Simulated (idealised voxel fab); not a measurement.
Name of the process module below: voxel local oxidation
In the cross-section labelled cut, the width is 160 nm and each square cell is 5 nm.
For the purposes of this document, a cross-section shall be understood as a grid of square cells, specified as bands listed in top-to-bottom order, each band consisting of one or more rows of cells. Band: top and bottom heights (nm) first, top before bottom; then materials from left to right, widths in nm. "throughout" marks a sole material filling the band edge to edge. "empty" denotes empty space. All heights in this document are referenced to 0, defined as the level beneath which the wafer, as received, consists entirely of one material. The lowest band is not bounded below; it extends indefinitely downward and is written in the form "z 0 and below". The expression "30->40" gives the width at the extremes of the band, the first number at its top row of cells and the second at its bottom row, with the width changing by equal amounts from each row to the next in between. "left unchanged" for a step: no cell of the cross-section changed in that step. Each empty space that has no open way to the top and spans at least 8 cells appears under "Enclosed cavities" as width x height at distance, the distance counted from the left edge, all in nm. If you see something after the settings on a step's line, that's the simulator's own remark about that step. "overlay nm", when on a step's line for a step with a mask, measures how far to the right of its planned place the mask lay; a negative measure means to the left.

**Planned process steps**
1) RECEIVE with material Si
2) CONFORMAL_DEP with material SiO2, thk nm 5
3) CONFORMAL_DEP with material SiN, thk nm 15
4) PATTERN with tone cover, mask id ACTIVE, material resist, width nm 115, thk nm 20, overlay nm 0
5) DIRECTIONAL_ETCH with etch materials SiN, depth nm 15
6) STRIP with etch materials resist
7) SELECTIVE_ETCH with etch materials SiO2, depth nm 5
8) OXIDIZE with depth nm 15
9) STRIP with etch materials SiN

**Cross-section, incoming material, after step 1**
    z 0 and below: Si throughout
    Enclosed cavities: none

**Run as planned - first of the two wafers cross-sectioned at the end of the module**
    z 5 to 0: empty: 25 / SiO2: 105 / empty: 30
    z 0 to -15: SiO2: 40 / Si: 75 / SiO2: 45
    z -15 and below: Si throughout
    Enclosed cavities: none

**Cross-section, wafer two of two, end of module: same start and plan as wafer one, one error in execution**
    z 5 to 0: SiO2: 15 / empty: 125 / SiO2: 20
    z 0 to -15: SiO2: 155 / Si: 5
    z -15 and below: Si throughout
    Enclosed cavities: none
Deviation from plan: step 4 ran differently from the plan; actual operation with settings: PATTERN with tone open, mask id ACTIVE, material resist, width nm 115, thk nm 20, overlay nm 0
at the end the second wafer has, in cells: -42 Si; +28 SiO2
